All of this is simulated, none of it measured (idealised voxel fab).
voxel self aligned contacts: a process module
cross-section cut | 170 nm wide | cells 5 nm
When this document writes out a cross-section, it uses a grid of square cells and lists it as bands, beginning at the top and moving down, with a band standing for one or more rows of cells. It is stipulated that each band's entry specify, in nanometres, the height of the top of the band and then that of its bottom, followed by the materials of the band in left-to-right sequence, each together with its width in nanometres. A single material marked by the word "throughout" is understood to fill the band from edge to edge; the word "air" is understood to denote empty space. Convention: height 0 is the level below which the wafer, as received, is all one material. The lowest band does not terminate at the bottom but continues downward, represented as "0 and below". The width entry "30->40" should be interpreted row by row: the top row of cells in the band takes the first number, the bottom row takes the second number, and the change between adjacent rows is uniform throughout. Step marked "nothing different"? Then no cell in the cross-section changed in it. "Voids lacking openings" contains a list of empty spaces, each no smaller than 8 cells and without an open way to the top, written in the form width x height at distance with the distance from the left edge and all three in nm. Text after the settings on a step's line: the simulator's own remark on that step. overlay nm: step with mask; distance mask lay right of planned place; negative value = left of planned place. Each of the pairs that make up the rest of this document says: here is the cross-section before one process step, here is the cross-section after it, drawn only down to the lowest band that changed, and here, under the pair, is the step lying between them with its settings. Different pairs may come from different runs of this module on the same starting wafer, so a pair continues from the pair above it only where its entry headed "Pre-step profile" says so.

-- Pre-step profile
* 0 and below | Si throughout
* Voids lacking openings: none

-- Result of Step
* 5 down to 0 | SiO2 throughout
* Below a height of 0, the structure has not been altered.
* Voids lacking openings: none
Between the two cross-sections above, the process step reads CONFORMAL_DEP with material SiO2, thk nm 5

Pre-step profile: the state before this step is the cross-section shown after the step in the pair just above.

-- Result of Step
* 30 down to 5 | polySi throughout
* Below a height of 5, the structure has not been altered.
* Voids lacking openings: none
Between the two cross-sections above, the process step reads DIRECTIONAL_DEP with material polySi, thk nm 25

Pre-step profile: the state before this step is the cross-section shown after the step in the pair just above.

-- Result of Step
* 50 down to 30 | SiN throughout
* Below a height of 30, the structure has not been altered.
* Voids lacking openings: none
Between the two cross-sections above, the process step reads DIRECTIONAL_DEP with material SiN, thk nm 20

Pre-step profile: the state before this step is the cross-section shown after the step in the pair just above.

-- Result of Step
* 70 down to 50 | 40 of air / 25 of resist / 35 of air / 25 of resist / 45 of air
* Below a height of 50, the structure has not been altered.
* Voids lacking openings: none
Between the two cross-sections above, the process step reads PATTERN with tone cover, mask id GATE, material resist, width nm 25, pitch nm 60, thk nm 20, overlay nm 0

Pre-step profile: the state before this step is the cross-section shown after the step in the pair just above.

-- Result of Step
* 70 down to 50 | 40 of air / 25 of resist / 35 of air / 25 of resist / 45 of air
* 50 down to 30 | 40 of air / 25 of SiN / 35 of air / 25 of SiN / 45 of air
* Below a height of 30, the structure has not been altered.
* Voids lacking openings: none
Between the two cross-sections above, the process step reads DIRECTIONAL_ETCH with etch materials SiN, depth nm 20

Pre-step profile: the state before this step is the cross-section shown after the step in the pair just above.

-- Result of Step
* 70 down to 50 | 40 of air / 25 of resist / 35 of air / 25 of resist / 45 of air
* 50 down to 30 | 40 of air / 25 of SiN / 35 of air / 25 of SiN / 45 of air
* 30 down to 5 | 40 of air / 25 of polySi / 35 of air / 25 of polySi / 45 of air
* Below a height of 5, the structure has not been altered.
* Voids lacking openings: none
Between the two cross-sections above, the process step reads DIRECTIONAL_ETCH with etch materials polySi, depth nm 25

Pre-step profile: the state before this step is the cross-section shown after the step in the pair just above.

-- Result of Step
* 50 down to 30 | 40 of air / 25 of SiN / 35 of air / 25 of SiN / 45 of air
* Below a height of 30, the structure has not been altered.
* Voids lacking openings: none
Between the two cross-sections above, the process step reads STRIP with etch materials resist

Pre-step profile: the state before this step is the cross-section shown after the step in the pair just above.

-- Result of Step
* 55 down to 30 | 35 of air / 35 of SiN / 25 of air / 35 of SiN / 40 of air
* 30 down to 10 | 35 of air / 5 of SiN / 25 of polySi / 5 of SiN / 25 of air / 5 of SiN / 25 of polySi / 5 of SiN / 40 of air
* 10 down to 5 | 40 of SiN / 25 of polySi / 35 of SiN / 25 of polySi / 45 of SiN
* Below a height of 5, the structure has not been altered.
* Voids lacking openings: none
Between the two cross-sections above, the process step reads CONFORMAL_DEP with material SiN, thk nm 5

Pre-step profile: the state before this step is the cross-section shown after the step in the pair just above.

-- Result of Step
* 50 down to 30 | 35 of air / 35 of SiN / 25 of air / 35 of SiN / 40 of air
* 30 down to 5 | 35 of air / 5 of SiN / 25 of polySi / 5 of SiN / 25 of air / 5 of SiN / 25 of polySi / 5 of SiN / 40 of air
* Below a height of 5, the structure has not been altered.
* Voids lacking openings: none
Between the two cross-sections above, the process step reads DIRECTIONAL_ETCH with etch materials SiN, depth nm 5

Pre-step profile: the state before this step is the cross-section shown after the step in the pair just above.

-- Result of Step
* 65 down to 50 | SiO2 throughout
* 50 down to 30 | 35 of SiO2 / 35 of SiN / 25 of SiO2 / 35 of SiN / 40 of SiO2
* 30 down to 5 | 35 of SiO2 / 5 of SiN / 25 of polySi / 5 of SiN / 25 of SiO2 / 5 of SiN / 25 of polySi / 5 of SiN / 40 of SiO2
* Below a height of 5, the structure has not been altered.
* Voids lacking openings: none
Between the two cross-sections above, the process step reads FILL_DEP with material SiO2, thk nm 15

Pre-step profile: the state before this step is the cross-section shown after the step in the pair just above.

-- Result of Step
* 55 down to 50 | SiO2 throughout
* Below a height of 50, the structure has not been altered.
* Voids lacking openings: none
Between the two cross-sections above, the process step reads CMP with height nm 55

Pre-step profile: the state before this step is the cross-section shown after the step in the pair just above.

-- Result of Step
* 65 down to 55 | aC throughout
* Below a height of 55, the structure has not been altered.
* Voids lacking openings: none
Between the two cross-sections above, the process step reads DIRECTIONAL_DEP with material aC, thk nm 10

Pre-step profile: the state before this step is the cross-section shown after the step in the pair just above.

-- Result of Step
* 90 down to 65 | 60 of resist / 45 of air / 65 of resist
* Below a height of 65, the structure has not been altered.
* Voids lacking openings: none
Between the two cross-sections above, the process step reads PATTERN with tone open, mask id CONTACT, material resist, width nm 45, thk nm 25, overlay nm 0

Pre-step profile: the state before this step is the cross-section shown after the step in the pair just above.

-- Result of Step
* 80 down to 65 | 60 of resist / 45 of air / 65 of resist
* 65 down to 55 | 60 of aC / 45 of air / 65 of aC
* Below a height of 55, the structure has not been altered.
* Voids lacking openings: none
Between the two cross-sections above, the process step reads DIRECTIONAL_ETCH with etch materials aC, depth nm 10

Pre-step profile: the state before this step is the cross-section shown after the step in the pair just above.

-- Result of Step
* 65 down to 55 | 60 of aC / 45 of air / 65 of aC
* Below a height of 55, the structure has not been altered.
* Voids lacking openings: none
Between the two cross-sections above, the process step reads STRIP with etch materials resist

Pre-step profile: the state before this step is the cross-section shown after the step in the pair just above.

-- Result of Step
* 65 down to 55 | 60 of aC / 45 of air / 65 of aC
* 55 down to 50 | 60 of SiO2 / 45 of air / 65 of SiO2
* 50 down to 30 | 35 of SiO2 / 35 of SiN / 25 of air / 35 of SiN / 40 of SiO2
* 30 down to 5 | 35 of SiO2 / 5 of SiN / 25 of polySi / 5 of SiN / 25 of air / 5 of SiN / 25 of polySi / 5 of SiN / 40 of SiO2
* 5 down to 0 | 70 of SiO2 / 25 of air / 75 of SiO2
* Below a height of 0, the structure has not been altered.
* Voids lacking openings: none
Between the two cross-sections above, the process step reads DIRECTIONAL_ETCH with etch materials SiO2, depth nm 55

Pre-step profile: the state before this step is the cross-section shown after the step in the pair just above.

-- Result of Step
* 55 down to 50 | 60 of SiO2 / 45 of air / 65 of SiO2
* Below a height of 50, the structure has not been altered.
* Voids lacking openings: none
Between the two cross-sections above, the process step reads STRIP with etch materials aC

Pre-step profile: the state before this step is the cross-section shown after the step in the pair just above.

-- Result of Step
* 60 down to 55 | 65 of TiN / 35 of air / 70 of TiN
* 55 down to 50 | 60 of SiO2 / 15 of TiN / 15 of air / 15 of TiN / 65 of SiO2
* 50 down to 30 | 35 of SiO2 / 35 of SiN / 5 of TiN / 15 of air / 5 of TiN / 35 of SiN / 40 of SiO2
* 30 down to 5 | 35 of SiO2 / 5 of SiN / 25 of polySi / 5 of SiN / 5 of TiN / 15 of air / 5 of TiN / 5 of SiN / 25 of polySi / 5 of SiN / 40 of SiO2
* 5 down to 0 | 70 of SiO2 / 25 of TiN / 75 of SiO2
* Below a height of 0, the structure has not been altered.
* Voids lacking openings: none
Between the two cross-sections above, the process step reads CONFORMAL_DEP with material TiN, thk nm 5

Pre-step profile: the state before this step is the cross-section shown after the step in the pair just above.

-- Result of Step
* 65 down to 60 | Ru throughout
* 60 down to 55 | 65 of TiN / 35 of Ru / 70 of TiN
* 55 down to 50 | 60 of SiO2 / 15 of TiN / 15 of Ru / 15 of TiN / 65 of SiO2
* 50 down to 30 | 35 of SiO2 / 35 of SiN / 5 of TiN / 15 of Ru / 5 of TiN / 35 of SiN / 40 of SiO2
* 30 down to 5 | 35 of SiO2 / 5 of SiN / 25 of polySi / 5 of SiN / 5 of TiN / 15 of Ru / 5 of TiN / 5 of SiN / 25 of polySi / 5 of SiN / 40 of SiO2
* Below a height of 5, the structure has not been altered.
* Voids lacking openings: none
Between the two cross-sections above, the process step reads FILL_DEP with material Ru, thk nm 5

Pre-step profile: the state before this step is the cross-section shown after the step in the pair just above.

-- Result of Step
* 55 down to 50 | 60 of SiO2 / 15 of TiN / 15 of Ru / 15 of TiN / 65 of SiO2
* Below a height of 50, the structure has not been altered.
* Voids lacking openings: none
Between the two cross-sections above, the process step reads CMP with height nm 55

Pre-step profile: the state before this step is the cross-section shown after the step in the pair just above.

-- Result of Step
* 60 down to 55 | SiCN throughout
* Below a height of 55, the structure has not been altered.
* Voids lacking openings: none
Between the two cross-sections above, the process step reads CONFORMAL_DEP with material SiCN, thk nm 5

-- Pre-step profile
* 0 and below | Si throughout
* Voids lacking openings: none

-- Result of Step
* 25 down to 0 | polySi throughout
* Below a height of 0, the structure has not been altered.
* Voids lacking openings: none
Between the two cross-sections above, the process step reads DIRECTIONAL_DEP with material polySi, thk nm 25

Pre-step profile: the state before this step is the cross-section shown after the step in the pair just above.

-- Result of Step
* 45 down to 25 | SiN throughout
* Below a height of 25, the structure has not been altered.
* Voids lacking openings: none
Between the two cross-sections above, the process step reads DIRECTIONAL_DEP with material SiN, thk nm 20

Pre-step profile: the state before this step is the cross-section shown after the step in the pair just above.

-- Result of Step
* 65 down to 45 | 40 of air / 25 of resist / 35 of air / 25 of resist / 45 of air
* Below a height of 45, the structure has not been altered.
* Voids lacking openings: none
Between the two cross-sections above, the process step reads PATTERN with tone cover, mask id GATE, material resist, width nm 25, pitch nm 60, thk nm 20, overlay nm 0

Pre-step profile: the state before this step is the cross-section shown after the step in the pair just above.

-- Result of Step
* 65 down to 45 | 40 of air / 25 of resist / 35 of air / 25 of resist / 45 of air
* 45 down to 25 | 40 of air / 25 of SiN / 35 of air / 25 of SiN / 45 of air
* Below a height of 25, the structure has not been altered.
* Voids lacking openings: none
Between the two cross-sections above, the process step reads DIRECTIONAL_ETCH with etch materials SiN, depth nm 20

Pre-step profile: the state before this step is the cross-section shown after the step in the pair just above.

-- Result of Step
* 65 down to 45 | 40 of air / 25 of resist / 35 of air / 25 of resist / 45 of air
* 45 down to 25 | 40 of air / 25 of SiN / 35 of air / 25 of SiN / 45 of air
* 25 down to 0 | 40 of air / 25 of polySi / 35 of air / 25 of polySi / 45 of air
* Below a height of 0, the structure has not been altered.
* Voids lacking openings: none
Between the two cross-sections above, the process step reads DIRECTIONAL_ETCH with etch materials polySi, depth nm 25

Pre-step profile: the state before this step is the cross-section shown after the step in the pair just above.

-- Result of Step
* 45 down to 25 | 40 of air / 25 of SiN / 35 of air / 25 of SiN / 45 of air
* Below a height of 25, the structure has not been altered.
* Voids lacking openings: none
Between the two cross-sections above, the process step reads STRIP with etch materials resist

Pre-step profile: the state before this step is the cross-section shown after the step in the pair just above.

-- Result of Step
* 50 down to 25 | 35 of air / 35 of SiN / 25 of air / 35 of SiN / 40 of air
* 25 down to 5 | 35 of air / 5 of SiN / 25 of polySi / 5 of SiN / 25 of air / 5 of SiN / 25 of polySi / 5 of SiN / 40 of air
* 5 down to 0 | 40 of SiN / 25 of polySi / 35 of SiN / 25 of polySi / 45 of SiN
* Below a height of 0, the structure has not been altered.
* Voids lacking openings: none
Between the two cross-sections above, the process step reads CONFORMAL_DEP with material SiN, thk nm 5

Pre-step profile: the state before this step is the cross-section shown after the step in the pair just above.

-- Result of Step
* 45 down to 25 | 35 of air / 35 of SiN / 25 of air / 35 of SiN / 40 of air
* 25 down to 0 | 35 of air / 5 of SiN / 25 of polySi / 5 of SiN / 25 of air / 5 of SiN / 25 of polySi / 5 of SiN / 40 of air
* Below a height of 0, the structure has not been altered.
* Voids lacking openings: none
Between the two cross-sections above, the process step reads DIRECTIONAL_ETCH with etch materials SiN, depth nm 5

Pre-step profile: the state before this step is the cross-section shown after the step in the pair just above.

-- Result of Step
* 60 down to 45 | SiO2 throughout
* 45 down to 25 | 35 of SiO2 / 35 of SiN / 25 of SiO2 / 35 of SiN / 40 of SiO2
* 25 down to 0 | 35 of SiO2 / 5 of SiN / 25 of polySi / 5 of SiN / 25 of SiO2 / 5 of SiN / 25 of polySi / 5 of SiN / 40 of SiO2
* Below a height of 0, the structure has not been altered.
* Voids lacking openings: none
Between the two cross-sections above, the process step reads FILL_DEP with material SiO2, thk nm 15

Pre-step profile: the state before this step is the cross-section shown after the step in the pair just above.

-- Result of Step
* 55 down to 45 | SiO2 throughout
* Below a height of 45, the structure has not been altered.
* Voids lacking openings: none
Between the two cross-sections above, the process step reads CMP with height nm 55

Pre-step profile: the state before this step is the cross-section shown after the step in the pair just above.

-- Result of Step
* 65 down to 55 | aC throughout
* Below a height of 55, the structure has not been altered.
* Voids lacking openings: none
Between the two cross-sections above, the process step reads DIRECTIONAL_DEP with material aC, thk nm 10

Pre-step profile: the state before this step is the cross-section shown after the step in the pair just above.

-- Result of Step
* 90 down to 65 | 60 of resist / 45 of air / 65 of resist
* Below a height of 65, the structure has not been altered.
* Voids lacking openings: none
Between the two cross-sections above, the process step reads PATTERN with tone open, mask id CONTACT, material resist, width nm 45, thk nm 25, overlay nm 0

Pre-step profile: the state before this step is the cross-section shown after the step in the pair just above.

-- Result of Step
* 80 down to 65 | 60 of resist / 45 of air / 65 of resist
* 65 down to 55 | 60 of aC / 45 of air / 65 of aC
* Below a height of 55, the structure has not been altered.
* Voids lacking openings: none
Between the two cross-sections above, the process step reads DIRECTIONAL_ETCH with etch materials aC, depth nm 10

Pre-step profile: the state before this step is the cross-section shown after the step in the pair just above.

-- Result of Step
* 65 down to 55 | 60 of aC / 45 of air / 65 of aC
* Below a height of 55, the structure has not been altered.
* Voids lacking openings: none
Between the two cross-sections above, the process step reads STRIP with etch materials resist

Pre-step profile: the state before this step is the cross-section shown after the step in the pair just above.

-- Result of Step
* 65 down to 55 | 60 of aC / 45 of air / 65 of aC
* 55 down to 45 | 60 of SiO2 / 45 of air / 65 of SiO2
* 45 down to 25 | 35 of SiO2 / 35 of SiN / 25 of air / 35 of SiN / 40 of SiO2
* 25 down to 0 | 35 of SiO2 / 5 of SiN / 25 of polySi / 5 of SiN / 25 of air / 5 of SiN / 25 of polySi / 5 of SiN / 40 of SiO2
* Below a height of 0, the structure has not been altered.
* Voids lacking openings: none
Between the two cross-sections above, the process step reads DIRECTIONAL_ETCH with etch materials SiO2, depth nm 55

Pre-step profile: the state before this step is the cross-section shown after the step in the pair just above.

-- Result of Step
* 55 down to 45 | 60 of SiO2 / 45 of air / 65 of SiO2
* Below a height of 45, the structure has not been altered.
* Voids lacking openings: none
Between the two cross-sections above, the process step reads STRIP with etch materials aC

Pre-step profile: the state before this step is the cross-section shown after the step in the pair just above.

-- Result of Step
* 60 down to 55 | 65 of TiN / 35 of air / 70 of TiN
* 55 down to 45 | 60 of SiO2 / 5->15 of TiN / 35->15 of air / 5->15 of TiN / 65 of SiO2
* 45 down to 25 | 35 of SiO2 / 35 of SiN / 5 of TiN / 15 of air / 5 of TiN / 35 of SiN / 40 of SiO2
* 25 down to 5 | 35 of SiO2 / 5 of SiN / 25 of polySi / 5 of SiN / 5 of TiN / 15 of air / 5 of TiN / 5 of SiN / 25 of polySi / 5 of SiN / 40 of SiO2
* 5 down to 0 | 35 of SiO2 / 5 of SiN / 25 of polySi / 5 of SiN / 25 of TiN / 5 of SiN / 25 of polySi / 5 of SiN / 40 of SiO2
* Below a height of 0, the structure has not been altered.
* Voids lacking openings: none
Between the two cross-sections above, the process step reads CONFORMAL_DEP with material TiN, thk nm 5

Pre-step profile: the state before this step is the cross-section shown after the step in the pair just above.

-- Result of Step
* 65 down to 60 | Ru throughout
* 60 down to 55 | 65 of TiN / 35 of Ru / 70 of TiN
* 55 down to 45 | 60 of SiO2 / 5->15 of TiN / 35->15 of Ru / 5->15 of TiN / 65 of SiO2
* 45 down to 25 | 35 of SiO2 / 35 of SiN / 5 of TiN / 15 of Ru / 5 of TiN / 35 of SiN / 40 of SiO2
* 25 down to 5 | 35 of SiO2 / 5 of SiN / 25 of polySi / 5 of SiN / 5 of TiN / 15 of Ru / 5 of TiN / 5 of SiN / 25 of polySi / 5 of SiN / 40 of SiO2
* Below a height of 5, the structure has not been altered.
* Voids lacking openings: none
Between the two cross-sections above, the process step reads FILL_DEP with material Ru, thk nm 5

Pre-step profile: the state before this step is the cross-section shown after the step in the pair just above.

-- Result of Step
* 55 down to 45 | 60 of SiO2 / 5->15 of TiN / 35->15 of Ru / 5->15 of TiN / 65 of SiO2
* Below a height of 45, the structure has not been altered.
* Voids lacking openings: none
Between the two cross-sections above, the process step reads CMP with height nm 55

Pre-step profile: the state before this step is the cross-section shown after the step in the pair just above.

-- Result of Step
* 60 down to 55 | SiCN throughout
* Below a height of 55, the structure has not been altered.
* Voids lacking openings: none
Between the two cross-sections above, the process step reads CONFORMAL_DEP with material SiCN, thk nm 5

-- Pre-step profile
* 50 down to 30 | SiN throughout
* 30 down to 5 | polySi throughout
* 5 down to 0 | SiO2 throughout
* 0 and below | Si throughout
* Voids lacking openings: none

-- Result of Step
* 70 down to 30 | SiN throughout
* Below a height of 30, the structure has not been altered.
* Voids lacking openings: none
Between the two cross-sections above, the process step reads DIRECTIONAL_DEP with material SiN, thk nm 20

Pre-step profile: the state before this step is the cross-section shown after the step in the pair just above.

-- Result of Step
* 90 down to 70 | 40 of air / 25 of resist / 35 of air / 25 of resist / 45 of air
* Below a height of 70, the structure has not been altered.
* Voids lacking openings: none
Between the two cross-sections above, the process step reads PATTERN with tone cover, mask id GATE, material resist, width nm 25, pitch nm 60, thk nm 20, overlay nm 0

Pre-step profile: the state before this step is the cross-section shown after the step in the pair just above.

-- Result of Step
* 90 down to 70 | 40 of air / 25 of resist / 35 of air / 25 of resist / 45 of air
* 70 down to 50 | 40 of air / 25 of SiN / 35 of air / 25 of SiN / 45 of air
* Below a height of 50, the structure has not been altered.
* Voids lacking openings: none
Between the two cross-sections above, the process step reads DIRECTIONAL_ETCH with etch materials SiN, depth nm 20

Pre-step profile: the state before this step is the cross-section shown after the step in the pair just above.

-- Result of Step
* 70 down to 50 | 40 of air / 25 of SiN / 35 of air / 25 of SiN / 45 of air
* Below a height of 50, the structure has not been altered.
* Voids lacking openings: none
Between the two cross-sections above, the process step reads STRIP with etch materials resist

Pre-step profile: the state before this step is the cross-section shown after the step in the pair just above.

-- Result of Step
* 75 down to 55 | 35 of air / 35 of SiN / 25 of air / 35 of SiN / 40 of air
* 55 down to 30 | SiN throughout
* Below a height of 30, the structure has not been altered.
* Voids lacking openings: none
Between the two cross-sections above, the process step reads CONFORMAL_DEP with material SiN, thk nm 5

Pre-step profile: the state before this step is the cross-section shown after the step in the pair just above.

-- Result of Step
* 70 down to 50 | 35 of air / 35 of SiN / 25 of air / 35 of SiN / 40 of air
* Below a height of 50, the structure has not been altered.
* Voids lacking openings: none
Between the two cross-sections above, the process step reads DIRECTIONAL_ETCH with etch materials SiN, depth nm 5

Pre-step profile: the state before this step is the cross-section shown after the step in the pair just above.

-- Result of Step
* 85 down to 70 | SiO2 throughout
* 70 down to 50 | 35 of SiO2 / 35 of SiN / 25 of SiO2 / 35 of SiN / 40 of SiO2
* Below a height of 50, the structure has not been altered.
* Voids lacking openings: none
Between the two cross-sections above, the process step reads FILL_DEP with material SiO2, thk nm 15

Pre-step profile: the state before this step is the cross-section shown after the step in the pair just above.

-- Result of Step
* 55 down to 50 | 35 of SiO2 / 35 of SiN / 25 of SiO2 / 35 of SiN / 40 of SiO2
* Below a height of 50, the structure has not been altered.
* Voids lacking openings: none
Between the two cross-sections above, the process step reads CMP with height nm 55

Pre-step profile: the state before this step is the cross-section shown after the step in the pair just above.

-- Result of Step
* 65 down to 55 | aC throughout
* Below a height of 55, the structure has not been altered.
* Voids lacking openings: none
Between the two cross-sections above, the process step reads DIRECTIONAL_DEP with material aC, thk nm 10

Pre-step profile: the state before this step is the cross-section shown after the step in the pair just above.

-- Result of Step
* 90 down to 65 | 60 of resist / 45 of air / 65 of resist
* Below a height of 65, the structure has not been altered.
* Voids lacking openings: none
Between the two cross-sections above, the process step reads PATTERN with tone open, mask id CONTACT, material resist, width nm 45, thk nm 25, overlay nm 0

Pre-step profile: the state before this step is the cross-section shown after the step in the pair just above.

-- Result of Step
* 80 down to 65 | 60 of resist / 45 of air / 65 of resist
* 65 down to 55 | 60 of aC / 45 of air / 65 of aC
* Below a height of 55, the structure has not been altered.
* Voids lacking openings: none
Between the two cross-sections above, the process step reads DIRECTIONAL_ETCH with etch materials aC, depth nm 10

Pre-step profile: the state before this step is the cross-section shown after the step in the pair just above.

-- Result of Step
* 65 down to 55 | 60 of aC / 45 of air / 65 of aC
* Below a height of 55, the structure has not been altered.
* Voids lacking openings: none
Between the two cross-sections above, the process step reads STRIP with etch materials resist

Pre-step profile: the state before this step is the cross-section shown after the step in the pair just above.

-- Result of Step
* 65 down to 55 | 60 of aC / 45 of air / 65 of aC
* 55 down to 50 | 35 of SiO2 / 35 of SiN / 25 of air / 35 of SiN / 40 of SiO2
* Below a height of 50, the structure has not been altered.
* Voids lacking openings: none
Between the two cross-sections above, the process step reads DIRECTIONAL_ETCH with etch materials SiO2, depth nm 55

Pre-step profile: the state before this step is the cross-section shown after the step in the pair just above.

-- Result of Step
* 55 down to 50 | 35 of SiO2 / 35 of SiN / 25 of air / 35 of SiN / 40 of SiO2
* Below a height of 50, the structure has not been altered.
* Voids lacking openings: none
Between the two cross-sections above, the process step reads STRIP with etch materials aC

Pre-step profile: the state before this step is the cross-section shown after the step in the pair just above.

-- Result of Step
* 60 down to 55 | 75 of TiN / 15 of air / 80 of TiN
* 55 down to 50 | 35 of SiO2 / 35 of SiN / 25 of TiN / 35 of SiN / 40 of SiO2
* Below a height of 50, the structure has not been altered.
* Voids lacking openings: none
Between the two cross-sections above, the process step reads CONFORMAL_DEP with material TiN, thk nm 5

Pre-step profile: the state before this step is the cross-section shown after the step in the pair just above.

-- Result of Step
* 65 down to 60 | Ru throughout
* 60 down to 55 | 75 of TiN / 15 of Ru / 80 of TiN
* Below a height of 55, the structure has not been altered.
* Voids lacking openings: none
Between the two cross-sections above, the process step reads FILL_DEP with material Ru, thk nm 5

Pre-step profile: the state before this step is the cross-section shown after the step in the pair just above.

-- Result of Step
* 55 down to 50 | 35 of SiO2 / 35 of SiN / 25 of TiN / 35 of SiN / 40 of SiO2
* Below a height of 50, the structure has not been altered.
* Voids lacking openings: none
Between the two cross-sections above, the process step reads CMP with height nm 55

Pre-step profile: the state before this step is the cross-section shown after the step in the pair just above.

-- Result of Step
* 60 down to 55 | SiCN throughout
* Below a height of 55, the structure has not been altered.
* Voids lacking openings: none
Between the two cross-sections above, the process step reads CONFORMAL_DEP with material SiCN, thk nm 5

-- Pre-step profile
* 5 down to 0 | SiO2 throughout
* 0 and below | Si throughout
* Voids lacking openings: none

-- Result of Step
* 25 down to 5 | SiN throughout
* Below a height of 5, the structure has not been altered.
* Voids lacking openings: none
Between the two cross-sections above, the process step reads DIRECTIONAL_DEP with material SiN, thk nm 20

Pre-step profile: the state before this step is the cross-section shown after the step in the pair just above.

-- Result of Step
* 50 down to 25 | polySi throughout
* Below a height of 25, the structure has not been altered.
* Voids lacking openings: none
Between the two cross-sections above, the process step reads DIRECTIONAL_DEP with material polySi, thk nm 25

Pre-step profile: the state before this step is the cross-section shown after the step in the pair just above.

-- Result of Step
* 70 down to 50 | 40 of air / 25 of resist / 35 of air / 25 of resist / 45 of air
* Below a height of 50, the structure has not been altered.
* Voids lacking openings: none
Between the two cross-sections above, the process step reads PATTERN with tone cover, mask id GATE, material resist, width nm 25, pitch nm 60, thk nm 20, overlay nm 0

Pre-step profile: the state before this step is the cross-section shown after the step in the pair just above.

-- Result of Step
* 70 down to 50 | 40 of air / 25 of resist / 35 of air / 25 of resist / 45 of air
* 50 down to 25 | 40 of air / 25 of polySi / 35 of air / 25 of polySi / 45 of air
* Below a height of 25, the structure has not been altered.
* Voids lacking openings: none
Between the two cross-sections above, the process step reads DIRECTIONAL_ETCH with etch materials polySi, depth nm 25

Pre-step profile: the state before this step is the cross-section shown after the step in the pair just above.

-- Result of Step
* 50 down to 25 | 40 of air / 25 of polySi / 35 of air / 25 of polySi / 45 of air
* Below a height of 25, the structure has not been altered.
* Voids lacking openings: none
Between the two cross-sections above, the process step reads STRIP with etch materials resist

Pre-step profile: the state before this step is the cross-section shown after the step in the pair just above.

-- Result of Step
* 55 down to 50 | 35 of air / 35 of SiN / 25 of air / 35 of SiN / 40 of air
* 50 down to 30 | 35 of air / 5 of SiN / 25 of polySi / 5 of SiN / 25 of air / 5 of SiN / 25 of polySi / 5 of SiN / 40 of air
* 30 down to 25 | 40 of SiN / 25 of polySi / 35 of SiN / 25 of polySi / 45 of SiN
* Below a height of 25, the structure has not been altered.
* Voids lacking openings: none
Between the two cross-sections above, the process step reads CONFORMAL_DEP with material SiN, thk nm 5

Pre-step profile: the state before this step is the cross-section shown after the step in the pair just above.

-- Result of Step
* 50 down to 25 | 35 of air / 5 of SiN / 25 of polySi / 5 of SiN / 25 of air / 5 of SiN / 25 of polySi / 5 of SiN / 40 of air
* Below a height of 25, the structure has not been altered.
* Voids lacking openings: none
Between the two cross-sections above, the process step reads DIRECTIONAL_ETCH with etch materials SiN, depth nm 5

Pre-step profile: the state before this step is the cross-section shown after the step in the pair just above.

-- Result of Step
* 65 down to 50 | SiO2 throughout
* 50 down to 25 | 35 of SiO2 / 5 of SiN / 25 of polySi / 5 of SiN / 25 of SiO2 / 5 of SiN / 25 of polySi / 5 of SiN / 40 of SiO2
* Below a height of 25, the structure has not been altered.
* Voids lacking openings: none
Between the two cross-sections above, the process step reads FILL_DEP with material SiO2, thk nm 15

Pre-step profile: the state before this step is the cross-section shown after the step in the pair just above.

-- Result of Step
* 55 down to 50 | SiO2 throughout
* Below a height of 50, the structure has not been altered.
* Voids lacking openings: none
Between the two cross-sections above, the process step reads CMP with height nm 55

Pre-step profile: the state before this step is the cross-section shown after the step in the pair just above.

-- Result of Step
* 65 down to 55 | aC throughout
* Below a height of 55, the structure has not been altered.
* Voids lacking openings: none
Between the two cross-sections above, the process step reads DIRECTIONAL_DEP with material aC, thk nm 10

Pre-step profile: the state before this step is the cross-section shown after the step in the pair just above.

-- Result of Step
* 90 down to 65 | 60 of resist / 45 of air / 65 of resist
* Below a height of 65, the structure has not been altered.
* Voids lacking openings: none
Between the two cross-sections above, the process step reads PATTERN with tone open, mask id CONTACT, material resist, width nm 45, thk nm 25, overlay nm 0

Pre-step profile: the state before this step is the cross-section shown after the step in the pair just above.

-- Result of Step
* 80 down to 65 | 60 of resist / 45 of air / 65 of resist
* 65 down to 55 | 60 of aC / 45 of air / 65 of aC
* Below a height of 55, the structure has not been altered.
* Voids lacking openings: none
Between the two cross-sections above, the process step reads DIRECTIONAL_ETCH with etch materials aC, depth nm 10

Pre-step profile: the state before this step is the cross-section shown after the step in the pair just above.

-- Result of Step
* 65 down to 55 | 60 of aC / 45 of air / 65 of aC
* Below a height of 55, the structure has not been altered.
* Voids lacking openings: none
Between the two cross-sections above, the process step reads STRIP with etch materials resist

Pre-step profile: the state before this step is the cross-section shown after the step in the pair just above.

-- Result of Step
* 65 down to 55 | 60 of aC / 45 of air / 65 of aC
* 55 down to 50 | 60 of SiO2 / 45 of air / 65 of SiO2
* 50 down to 25 | 35 of SiO2 / 5 of SiN / 25 of polySi / 5 of SiN / 25 of air / 5 of SiN / 25 of polySi / 5 of SiN / 40 of SiO2
* Below a height of 25, the structure has not been altered.
* Voids lacking openings: none
Between the two cross-sections above, the process step reads DIRECTIONAL_ETCH with etch materials SiO2, depth nm 55

Pre-step profile: the state before this step is the cross-section shown after the step in the pair just above.

-- Result of Step
* 55 down to 50 | 60 of SiO2 / 45 of air / 65 of SiO2
* Below a height of 50, the structure has not been altered.
* Voids lacking openings: none
Between the two cross-sections above, the process step reads STRIP with etch materials aC

Pre-step profile: the state before this step is the cross-section shown after the step in the pair just above.

-- Result of Step
* 60 down to 55 | 65 of TiN / 35 of air / 70 of TiN
* 55 down to 50 | 60 of SiO2 / 15 of TiN / 15 of air / 15 of TiN / 65 of SiO2
* 50 down to 30 | 35 of SiO2 / 5 of SiN / 25 of polySi / 5 of SiN / 5 of TiN / 15 of air / 5 of TiN / 5 of SiN / 25 of polySi / 5 of SiN / 40 of SiO2
* 30 down to 25 | 35 of SiO2 / 5 of SiN / 25 of polySi / 5 of SiN / 25 of TiN / 5 of SiN / 25 of polySi / 5 of SiN / 40 of SiO2
* Below a height of 25, the structure has not been altered.
* Voids lacking openings: none
Between the two cross-sections above, the process step reads CONFORMAL_DEP with material TiN, thk nm 5

Pre-step profile: the state before this step is the cross-section shown after the step in the pair just above.

-- Result of Step
* 65 down to 60 | Ru throughout
* 60 down to 55 | 65 of TiN / 35 of Ru / 70 of TiN
* 55 down to 50 | 60 of SiO2 / 15 of TiN / 15 of Ru / 15 of TiN / 65 of SiO2
* 50 down to 30 | 35 of SiO2 / 5 of SiN / 25 of polySi / 5 of SiN / 5 of TiN / 15 of Ru / 5 of TiN / 5 of SiN / 25 of polySi / 5 of SiN / 40 of SiO2
* Below a height of 30, the structure has not been altered.
* Voids lacking openings: none
Between the two cross-sections above, the process step reads FILL_DEP with material Ru, thk nm 5
